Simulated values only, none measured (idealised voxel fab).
The name of this process module is voxel gate over fins.
Cross-section cut spans 265 nm and uses square cells 5 nm in size.
Each cross-section below is a grid of square cells, stated as bands in top-down order, with one or more rows of cells making up each band.
Heads up on the band format: heights come first, top then bottom, in nm. After that it's the materials left to right, each with its width in nm. A single material flagged "full width" fills the whole band edge to edge, and "blank" means there's empty space there.
Measure heights from 0. That's the level where, below it, the as-received wafer is all one material. The lowest band is bottomless and extends downward; write it as in "0 nm and below".
Width: "30->40" (first number = top row, second number = bottom row, same change from row to row of cells).
It should be understood that the words "identical to before", when stated for a given step, signify that the cross-section underwent no change in any of its cells during that step.
You'll see "Enclosed void inventory" listing empty spaces that have no way open to the top, as long as they're 8 cells or more; the notation is width x height at distance, where the distance is from the left edge, and all of it is in nm.
What comes after the settings on a step's line is commentary from the simulator itself on that step.
Regarding "overlay nm": on a step with a mask, it is the distance the mask lay to the right of its planned place; a negative value places it to the left.

This section lists the process steps that were planned:
1. RECEIVE | material Si
2. CONFORMAL_DEP | material SiN | thk nm 10
3. MASKED_ETCH | tone cover | mask id FINS | width nm 15 | pitch nm 35 | etch materials SiN | depth nm 10 | overlay nm 0
4. MASKED_ETCH | tone cover | mask id FINS | width nm 15 | pitch nm 35 | etch materials Si | depth nm 40 | overlay nm 0
5. FILL_DEP | material SiO2 | thk nm 5
6. CMP | height nm 10
7. SELECTIVE_ETCH | etch materials SiO2 | depth nm 25
8. STRIP | etch materials SiN
9. CONFORMAL_DEP | material HfO2 | thk nm 5
10. CONFORMAL_DEP | material TiN | thk nm 5
11. FILL_DEP | material W | thk nm 10
12. CMP | height nm 15
13. CONFORMAL_DEP | material SiCN | thk nm 5

Below: the first of two wafers, run as planned:

Delivered wafer in cross-section: state after step 1:
* 0 nm and below  Si full width
* Enclosed void inventory: none

Cross-section through the wafer, step 2 finished:
* 10 nm to 0 nm  SiN full width
* Anything lower than 0 is untouched.

Cross-section through the wafer, step 3 finished:
* 10 nm to 0 nm  blank 105 nm, SiN 15 nm, blank 20 nm, SiN 15 nm, blank 110 nm
* Anything lower than 0 is untouched.

Cross-section through the wafer, step 4 finished:
* 10 nm to 0 nm  blank 105 nm, SiN 15 nm, blank 20 nm, SiN 15 nm, blank 110 nm
* 0 nm to -40 nm  blank 105 nm, Si 15 nm, blank 20 nm, Si 15 nm, blank 110 nm
* Anything lower than -40 is untouched.

Cross-section through the wafer, step 5 finished:
* 15 nm to 10 nm  SiO2 full width
* 10 nm to 0 nm  SiO2 105 nm, SiN 15 nm, SiO2 20 nm, SiN 15 nm, SiO2 110 nm
* 0 nm to -40 nm  SiO2 105 nm, Si 15 nm, SiO2 20 nm, Si 15 nm, SiO2 110 nm
* Anything lower than -40 is untouched.

Cross-section through the wafer, step 6 finished:
* 10 nm to 0 nm  SiO2 105 nm, SiN 15 nm, SiO2 20 nm, SiN 15 nm, SiO2 110 nm
* Anything lower than 0 is untouched.

Cross-section through the wafer, step 7 finished:
* 10 nm to 0 nm  blank 105 nm, SiN 15 nm, blank 20 nm, SiN 15 nm, blank 110 nm
* 0 nm to -15 nm  blank 105 nm, Si 15 nm, blank 20 nm, Si 15 nm, blank 110 nm
* Anything lower than -15 is untouched.

Cross-section through the wafer, step 8 finished:
* 0 nm to -15 nm  blank 105 nm, Si 15 nm, blank 20 nm, Si 15 nm, blank 110 nm
* Anything lower than -15 is untouched.

Cross-section through the wafer, step 9 finished:
* 5 nm to 0 nm  blank 100 nm, HfO2 25 nm, blank 10 nm, HfO2 25 nm, blank 105 nm
* 0 nm to -10 nm  blank 100 nm, HfO2 5 nm, Si 15 nm, HfO2 5 nm, blank 10 nm, HfO2 5 nm, Si 15 nm, HfO2 5 nm, blank 105 nm
* -10 nm to -15 nm  HfO2 105 nm, Si 15 nm, HfO2 20 nm, Si 15 nm, HfO2 110 nm
* Anything lower than -15 is untouched.

Cross-section through the wafer, step 10 finished:
* 10 nm to 5 nm  blank 95 nm, TiN 70 nm, blank 100 nm
* 5 nm to 0 nm  blank 95 nm, TiN 5 nm, HfO2 25 nm, TiN 10 nm, HfO2 25 nm, TiN 5 nm, blank 100 nm
* 0 nm to -5 nm  blank 95 nm, TiN 5 nm, HfO2 5 nm, Si 15 nm, HfO2 5 nm, TiN 10 nm, HfO2 5 nm, Si 15 nm, HfO2 5 nm, TiN 5 nm, blank 100 nm
* -5 nm to -10 nm  TiN 100 nm, HfO2 5 nm, Si 15 nm, HfO2 5 nm, TiN 10 nm, HfO2 5 nm, Si 15 nm, HfO2 5 nm, TiN 105 nm
* Anything lower than -10 is untouched.

Cross-section through the wafer, step 11 finished:
* 20 nm to 10 nm  W full width
* 10 nm to 5 nm  W 95 nm, TiN 70 nm, W 100 nm
* 5 nm to 0 nm  W 95 nm, TiN 5 nm, HfO2 25 nm, TiN 10 nm, HfO2 25 nm, TiN 5 nm, W 100 nm
* 0 nm to -5 nm  W 95 nm, TiN 5 nm, HfO2 5 nm, Si 15 nm, HfO2 5 nm, TiN 10 nm, HfO2 5 nm, Si 15 nm, HfO2 5 nm, TiN 5 nm, W 100 nm
* Anything lower than -5 is untouched.

Cross-section through the wafer, step 12 finished:
* 15 nm to 10 nm  W full width
* Anything lower than 10 is untouched.

Cross-section through the wafer, step 13 finished:
* 20 nm to 15 nm  SiCN full width
* Anything lower than 15 is untouched.

Wafer two of two - same starting point, same process plan, one mistake in execution; matches wafer one up to and including step 8:

Cross-sectional representation of the second wafer at the time designated in the plan for the completion of step 9: identical to before

Cross-sectional representation of the second wafer at the time designated in the plan for the completion of step 10:
* 5 nm to 0 nm  blank 100 nm, TiN 25 nm, blank 10 nm, TiN 25 nm, blank 105 nm
* 0 nm to -10 nm  blank 100 nm, TiN 5 nm, Si 15 nm, TiN 5 nm, blank 10 nm, TiN 5 nm, Si 15 nm, TiN 5 nm, blank 105 nm
* -10 nm to -15 nm  TiN 105 nm, Si 15 nm, TiN 20 nm, Si 15 nm, TiN 110 nm
* Anything lower than -15 is untouched.

Cross-sectional representation of the second wafer at the time designated in the plan for the completion of step 11:
* 15 nm to 5 nm  W full width
* 5 nm to 0 nm  W 100 nm, TiN 25 nm, W 10 nm, TiN 25 nm, W 105 nm
* 0 nm to -10 nm  W 100 nm, TiN 5 nm, Si 15 nm, TiN 5 nm, W 10 nm, TiN 5 nm, Si 15 nm, TiN 5 nm, W 105 nm
* Anything lower than -10 is untouched.

Cross-sectional representation of the second wafer at the time designated in the plan for the completion of step 12: identical to before

Cross-sectional representation of the second wafer at the time designated in the plan for the completion of step 13:
* 20 nm to 15 nm  SiCN full width
* Anything lower than 15 is untouched.
The plan and the run diverged here: step 9 from the plan never happened, it was just skipped
It is noted that, at the conclusion of processing, the second wafer exhibits a higher or lower cell count for certain materials relative to the first: HfO2 -65, W +65
